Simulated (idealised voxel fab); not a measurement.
Process module, titled voxel self aligned vias
Cross-section cut spans 275 nm and uses square cells 5 nm in size.
Notation: cross-section as square-cell grid; stated in bands, top first, going down; one or more cell rows per band. It is stipulated that each band's entry specify, in nanometres, the height of the top of the band and then that of its bottom, followed by the materials of the band in left-to-right sequence, each together with its width in nanometres. A single material marked by the word "edge to edge" is understood to fill the band from edge to edge; the word "empty" is understood to denote empty space. Heights are reckoned from 0. Under this level, the received wafer is all of one material. The bottommost band is open-ended downward, for example "top 0, no bottom". So if you see something like "30->40" for the width, read it as the top row of the band sitting at the first number and the bottom row at the second, with every row in between moving by the same amount as the last. When a step is marked "no change occurred", none of the cells in the cross-section changed during that step. Enclosed voids: empty space of 8 cells or more with no open way to the top, each as width x height at its distance from the left edge, in nm. Past the settings on a step's line: simulator remark, on that step. The line of a step may include "overlay nm". On a step with a mask, this value is how far to the right of its planned place the mask lay. A negative value means the mask lay to the left.
**So here's the lineup of process steps we planned**
1,RECEIVE [material Si]
2,CONFORMAL_DEP [material SiO2] [thk nm 15]
3,CONFORMAL_DEP [material SiCN] [thk nm 5]
4,DIRECTIONAL_DEP [material lowk] [thk nm 30]
5,DIRECTIONAL_DEP [material aC] [thk nm 10]
6,PATTERN [tone open] [mask id LINES] [material resist] [width nm 25] [pitch nm 75] [thk nm 30] [overlay nm 0]
7,DIRECTIONAL_ETCH [etch materials aC] [depth nm 10]
8,STRIP [etch materials resist]
9,DIRECTIONAL_ETCH [etch materials lowk] [depth nm 30]
10,STRIP [etch materials aC]
11,CONFORMAL_DEP [material TiN] [thk nm 5]
12,FILL_DEP [material Ru] [thk nm 10]
13,CMP [height nm 50]
14,SELECTIVE_ETCH [etch materials W Ru TiN] [depth nm 10]
15,FILL_DEP [material SiN] [thk nm 5]
16,CMP [height nm 50]
17,DIRECTIONAL_DEP [material lowk] [thk nm 20]
18,MASKED_ETCH [tone open] [mask id VIAS] [width nm 45] [pitch nm 75] [etch materials lowk] [depth nm 20] [overlay nm 0]
19,MASKED_ETCH [tone open] [mask id VIAS] [width nm 45] [pitch nm 75] [etch materials SiN] [depth nm 10] [overlay nm 0]
20,CONFORMAL_DEP [material TiN] [thk nm 5]
21,FILL_DEP [material W] [thk nm 5]
22,CMP [height nm 70]
23,CONFORMAL_DEP [material SiCN] [thk nm 5]
**As received (post step 1): cross-section**
	top 0, no bottom  Si edge to edge
	Enclosed voids: none
**First wafer of two, sectioned at end of module; run went per plan**
	top 75, bottom 70  SiCN edge to edge
	top 70, bottom 55  lowk (40); TiN (5); W (35); TiN (5); lowk (30); TiN (5); W (35); TiN (5); lowk (30); TiN (5); W (35); TiN (5); lowk (40)
	top 55, bottom 45  lowk (40->50); TiN (15->5); W (15); TiN (15->5); lowk (30->50); TiN (15->5); W (15); TiN (15->5); lowk (30->50); TiN (15->5); W (15); TiN (15->5); lowk (40->50)
	top 45, bottom 40  lowk (50); TiN (25); lowk (50); TiN (25); lowk (50); TiN (25); lowk (50)
	top 40, bottom 25  lowk (50); TiN (5); Ru (15); TiN (5); lowk (50); TiN (5); Ru (15); TiN (5); lowk (50); TiN (5); Ru (15); TiN (5); lowk (50)
	top 25, bottom 20  lowk (50); TiN (25); lowk (50); TiN (25); lowk (50); TiN (25); lowk (50)
	top 20, bottom 15  SiCN edge to edge
	top 15, bottom 0  SiO2 edge to edge
	top 0, no bottom  Si edge to edge
	Enclosed voids: none
**So this is wafer number two of the two, cut at the end of the module - it started where the first did and had the same plan, we just got one thing wrong running it**
	top 75, bottom 70  SiCN edge to edge
	top 70, bottom 55  lowk (40); TiN (5); W (40); TiN (5); lowk (25); TiN (5); W (40); TiN (5); lowk (25); TiN (5); W (40); TiN (5); lowk (35)
	top 55, bottom 45  lowk (40->50); TiN (15->5); W (15); TiN (20->5); lowk (25->50); TiN (15->5); W (15); TiN (20->5); lowk (25->50); TiN (15->5); W (15); TiN (20->5); lowk (35->50)
	top 45, bottom 40  lowk (50); TiN (25); lowk (50); TiN (25); lowk (50); TiN (25); lowk (50)
	top 40, bottom 25  lowk (50); TiN (5); Ru (15); TiN (5); lowk (50); TiN (5); Ru (15); TiN (5); lowk (50); TiN (5); Ru (15); TiN (5); lowk (50)
	top 25, bottom 20  lowk (50); TiN (25); lowk (50); TiN (25); lowk (50); TiN (25); lowk (50)
	top 20, bottom 15  SiCN edge to edge
	top 15, bottom 0  SiO2 edge to edge
	top 0, no bottom  Si edge to edge
	Enclosed voids: none
what went wrong: step 18 off recipe, ran as MASKED_ETCH [tone open] [mask id VIAS] [width nm 50] [pitch nm 75] [etch materials lowk] [depth nm 20] [overlay nm 0]
The final cell counts differ between the wafers, with the second having more or fewer of some materials than the first: +3 TiN | +9 W | -12 lowk
